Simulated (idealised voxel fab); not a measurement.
This is a process module. Its name is voxel transistor to metal.
cross-section cut | 270 nm wide | cells 5 nm
Just so we're on the same page, the cross-sections are grids of square cells, and they're listed out in bands top to bottom, each band one or more rows deep.
It is stipulated that each band's entry specify, in nanometres, the height of the top of the band and then that of its bottom, followed by the materials of the band in left-to-right sequence, each together with its width in nanometres. A single material marked by the word "all across" is understood to fill the band from edge to edge; the word "air" is understood to denote empty space.
Beneath 0, the wafer as received is one material, and that level is where height counting begins. The lowest band goes on downward without a bottom; it is written like "from 0 down".
When a width is written as two numbers, as in "30 to 40", the first number is the width in the top row of cells of the band and the second is the width in its bottom row, and the width changes by the same amount from each row to the next.
Where the words "no change occurred" appear for a step, the cross-section shows no cell changed by that step; every cell remained as before.
The label "Voids, sealed" introduces a list of the empty spaces, 8 cells or larger, that have no open way up to the top; each entry in it reads width x height at distance, where the distance is taken from the left edge and all three are stated in nm.
The remark found on a step's line after its settings is issued by the simulator itself and pertains to that step.
For masked steps, "overlay nm" on the step line gives how far right of plan the mask actually lay; a minus sign means it lay to the left.

-- The steps planned for the process are as follows
1 RECEIVE, material Si
2 CONFORMAL_DEP, material SiO2, thk nm 5
3 CONFORMAL_DEP, material SiN, thk nm 10
4 MASKED_ETCH, tone cover, mask id ACTIVE, width nm 100, pitch nm 130, etch materials SiN, depth nm 10, overlay nm 0
5 MASKED_ETCH, tone cover, mask id ACTIVE, width nm 100, pitch nm 130, etch materials SiO2, depth nm 5, overlay nm 0
6 MASKED_ETCH, tone cover, mask id ACTIVE, width nm 100, pitch nm 130, etch materials Si, depth nm 25, overlay nm 0
7 OXIDIZE, depth nm 5
8 FILL_DEP, material SiO2, thk nm 10
9 CMP, height nm 15
10 SELECTIVE_ETCH, etch materials SiO2, depth nm 5
11 STRIP, etch materials SiN
12 SELECTIVE_ETCH, etch materials SiO2, depth nm 5
13 OXIDIZE, depth nm 5
14 DIRECTIONAL_DEP, material polySi, thk nm 30
15 DIRECTIONAL_DEP, material SiCN, thk nm 10
16 DIRECTIONAL_DEP, material aC, thk nm 15
17 PATTERN, tone cover, mask id GATE, material resist, width nm 30, pitch nm 130, thk nm 30, overlay nm 0
18 DIRECTIONAL_ETCH, etch materials aC, depth nm 15
19 STRIP, etch materials resist
20 DIRECTIONAL_ETCH, etch materials SiCN, depth nm 20
21 DIRECTIONAL_ETCH, etch materials polySi, depth nm 40
22 STRIP, etch materials aC
23 CONFORMAL_DEP, material SiN, thk nm 10
24 DIRECTIONAL_ETCH, etch materials SiN, depth nm 10
25 DIRECTIONAL_ETCH, etch materials SiO2, depth nm 5
26 DIRECTIONAL_ETCH, etch materials Si, depth nm 10
27 EPI, material pSi, thk nm 10
28 FILL_DEP, material SiO2, thk nm 10
29 CMP, height nm 30
30 STRIP, etch materials polySi
31 SELECTIVE_ETCH, etch materials SiO2, depth nm 5
32 CONFORMAL_DEP, material HfO2, thk nm 5
33 CONFORMAL_DEP, material TiN, thk nm 5
34 FILL_DEP, material W, thk nm 5
35 CMP, height nm 25
36 DIRECTIONAL_DEP, material SiO2, thk nm 15
37 PATTERN, tone open, mask id CONTACT, material resist, width nm 15, thk nm 20, overlay nm 0
38 DIRECTIONAL_ETCH, etch materials SiO2, depth nm 45
39 STRIP, etch materials resist
40 CONFORMAL_DEP, material TiN, thk nm 5
41 FILL_DEP, material Ru, thk nm 5
42 CMP, height nm 40
43 CONFORMAL_DEP, material SiCN, thk nm 5
44 DIRECTIONAL_DEP, material lowk, thk nm 15
45 MASKED_ETCH, tone open, mask id METAL_1, width nm 15, etch materials lowk, depth nm 15, overlay nm 0
46 MASKED_ETCH, tone open, mask id METAL_1, width nm 15, etch materials SiCN, depth nm 5, overlay nm 0
47 CONFORMAL_DEP, material TiN, thk nm 5
48 FILL_DEP, material Cu, thk nm 5
49 CMP, height nm 60
50 CONFORMAL_DEP, material SiCN, thk nm 5
51 DIRECTIONAL_DEP, material SiO2, thk nm 35
52 PATTERN, tone open, mask id METAL_2, material resist, width nm 15, pitch nm 130, thk nm 15, overlay nm 0
53 DIRECTIONAL_ETCH, etch materials SiO2, depth nm 20
54 STRIP, etch materials resist
55 DIRECTIONAL_DEP, material aC, thk nm 10
56 PATTERN, tone open, mask id METAL_2_HOLES, material resist, width nm 15, pitch nm 130, thk nm 30, overlay nm 0
57 DIRECTIONAL_ETCH, etch materials aC, depth nm 10
58 STRIP, etch materials resist
59 DIRECTIONAL_ETCH, etch materials SiO2, depth nm 15
60 DIRECTIONAL_ETCH, etch materials SiCN, depth nm 5
61 STRIP, etch materials aC
62 CONFORMAL_DEP, material TiN, thk nm 5
63 FILL_DEP, material Ru, thk nm 5
64 CMP, height nm 100
65 CONFORMAL_DEP, material SiN, thk nm 5

-- Cross-sectional view of the wafer in its as-received condition, corresponding to the state after step 1
	from 0 down: Si all across
	Voids, sealed: none

-- First of two wafers at the end of the module, shown in cross-section; run carried out as planned
	from 105 to 100: SiN all across
	from 100 to 65: SiO2 (25) | TiN (5) | Ru (5) | TiN (5) | SiO2 (115) | TiN (5) | Ru (5) | TiN (5) | SiO2 (100)
	from 65 to 60: SiCN (25) | TiN (15) | SiCN (115) | TiN (15) | SiCN (100)
	from 60 to 45: lowk (25) | TiN (5) | Cu (5) | TiN (5) | lowk (60) | TiN (5) | Cu (5) | TiN (5) | lowk (40) | TiN (5) | Cu (5) | TiN (5) | lowk (60) | TiN (5) | Cu (5) | TiN (5) | lowk (25)
	from 45 to 40: SiCN (25) | TiN (15) | SiCN (60) | TiN (15) | SiCN (40) | TiN (15) | SiCN (60) | TiN (15) | SiCN (25)
	from 40 to 25: SiO2 (25) | TiN (5) | Ru (5) | TiN (5) | SiO2 (60) | TiN (5) | Ru (5) | TiN (5) | SiO2 (40) | TiN (5) | Ru (5) | TiN (5) | SiO2 (60) | TiN (5) | Ru (5) | TiN (5) | SiO2 (25)
	from 25 to 10: SiO2 (25) | TiN (5) | Ru (5) | TiN (5) | SiO2 (5) | SiN (10) | HfO2 (5) | TiN (5) | W (10) | TiN (5) | HfO2 (5) | SiN (10) | SiO2 (5) | TiN (5) | Ru (5) | TiN (5) | SiO2 (40) | TiN (5) | Ru (5) | TiN (5) | SiO2 (5) | SiN (10) | HfO2 (5) | TiN (5) | W (10) | TiN (5) | HfO2 (5) | SiN (10) | SiO2 (5) | TiN (5) | Ru (5) | TiN (5) | SiO2 (25)
	from 10 to 5: SiO2 (25) | TiN (15) | SiO2 (5) | SiN (10) | HfO2 (5) | TiN (5) | W (10) | TiN (5) | HfO2 (5) | SiN (10) | SiO2 (5) | TiN (15) | SiO2 (40) | TiN (15) | SiO2 (5) | SiN (10) | HfO2 (5) | TiN (5) | W (10) | TiN (5) | HfO2 (5) | SiN (10) | SiO2 (5) | TiN (15) | SiO2 (25)
	from 5 to 0: SiO2 (15) | SiN (10) | TiN (10) | pSi (10) | SiN (10) | HfO2 (5) | TiN (20) | HfO2 (5) | SiN (10) | pSi (10) | TiN (10) | SiN (10) | SiO2 (20) | SiN (10) | TiN (10) | pSi (10) | SiN (10) | HfO2 (5) | TiN (20) | HfO2 (5) | SiN (10) | pSi (10) | TiN (10) | SiN (10) | SiO2 (15)
	from 0 to -5: SiO2 (25) | TiN (10) | pSi (10) | SiO2 (5) | HfO2 (40) | SiO2 (5) | pSi (10) | TiN (10) | SiO2 (40) | TiN (10) | pSi (10) | SiO2 (5) | HfO2 (40) | SiO2 (5) | pSi (10) | TiN (10) | SiO2 (25)
	from -5 to -15: SiO2 (25) | pSi (20) | Si (50) | pSi (20) | SiO2 (40) | pSi (20) | Si (50) | pSi (20) | SiO2 (25)
	from -15 to -30: SiO2 (25) | Si (90) | SiO2 (40) | Si (90) | SiO2 (25)
	from -30 down: Si all across
	Voids, sealed: none

-- Second wafer of the two, sectioned at the end of the module. It began like the first and followed the same plan, but one mistake was made while running it
	from 105 to 100: SiN all across
	from 100 to 65: SiO2 (25) | TiN (5) | Ru (5) | TiN (5) | SiO2 (115) | TiN (5) | Ru (5) | TiN (5) | SiO2 (100)
	from 65 to 60: SiCN (25) | TiN (15) | SiCN (115) | TiN (15) | SiCN (100)
	from 60 to 50: Cu (20) | TiN (5) | lowk (15) | TiN (5) | Cu (50) | TiN (5) | lowk (15) | TiN (5) | Cu (30) | TiN (5) | lowk (15) | TiN (5) | Cu (50) | TiN (5) | lowk (15) | TiN (5) | Cu (20)
	from 50 to 45: TiN (25) | lowk (15) | TiN (60) | lowk (15) | TiN (40) | lowk (15) | TiN (60) | lowk (15) | TiN (25)
	from 45 to 40: SiCN all across
	from 40 to 25: SiO2 (25) | TiN (5) | Ru (5) | TiN (5) | SiO2 (60) | TiN (5) | Ru (5) | TiN (5) | SiO2 (40) | TiN (5) | Ru (5) | TiN (5) | SiO2 (60) | TiN (5) | Ru (5) | TiN (5) | SiO2 (25)
	from 25 to 10: SiO2 (25) | TiN (5) | Ru (5) | TiN (5) | SiO2 (5) | SiN (10) | HfO2 (5) | TiN (5) | W (10) | TiN (5) | HfO2 (5) | SiN (10) | SiO2 (5) | TiN (5) | Ru (5) | TiN (5) | SiO2 (40) | TiN (5) | Ru (5) | TiN (5) | SiO2 (5) | SiN (10) | HfO2 (5) | TiN (5) | W (10) | TiN (5) | HfO2 (5) | SiN (10) | SiO2 (5) | TiN (5) | Ru (5) | TiN (5) | SiO2 (25)
	from 10 to 5: SiO2 (25) | TiN (15) | SiO2 (5) | SiN (10) | HfO2 (5) | TiN (5) | W (10) | TiN (5) | HfO2 (5) | SiN (10) | SiO2 (5) | TiN (15) | SiO2 (40) | TiN (15) | SiO2 (5) | SiN (10) | HfO2 (5) | TiN (5) | W (10) | TiN (5) | HfO2 (5) | SiN (10) | SiO2 (5) | TiN (15) | SiO2 (25)
	from 5 to 0: SiO2 (15) | SiN (10) | TiN (10) | pSi (10) | SiN (10) | HfO2 (5) | TiN (20) | HfO2 (5) | SiN (10) | pSi (10) | TiN (10) | SiN (10) | SiO2 (20) | SiN (10) | TiN (10) | pSi (10) | SiN (10) | HfO2 (5) | TiN (20) | HfO2 (5) | SiN (10) | pSi (10) | TiN (10) | SiN (10) | SiO2 (15)
	from 0 to -5: SiO2 (25) | TiN (10) | pSi (10) | SiO2 (5) | HfO2 (40) | SiO2 (5) | pSi (10) | TiN (10) | SiO2 (40) | TiN (10) | pSi (10) | SiO2 (5) | HfO2 (40) | SiO2 (5) | pSi (10) | TiN (10) | SiO2 (25)
	from -5 to -15: SiO2 (25) | pSi (20) | Si (50) | pSi (20) | SiO2 (40) | pSi (20) | Si (50) | pSi (20) | SiO2 (25)
	from -15 to -30: SiO2 (25) | Si (90) | SiO2 (40) | Si (90) | SiO2 (25)
	from -30 down: Si all across
	Voids, sealed: none
Which mistake was made when the wafer was run? step 45 went in with a setting other than planned; the actual run was MASKED_ETCH, tone cover, mask id METAL_1, width nm 15, etch materials lowk, depth nm 15, overlay nm 0
Once processing is complete, comparing cell counts shows that the second wafer has more or fewer of certain materials than the first: +56 Cu; +12 SiCN; +22 TiN; -90 lowk
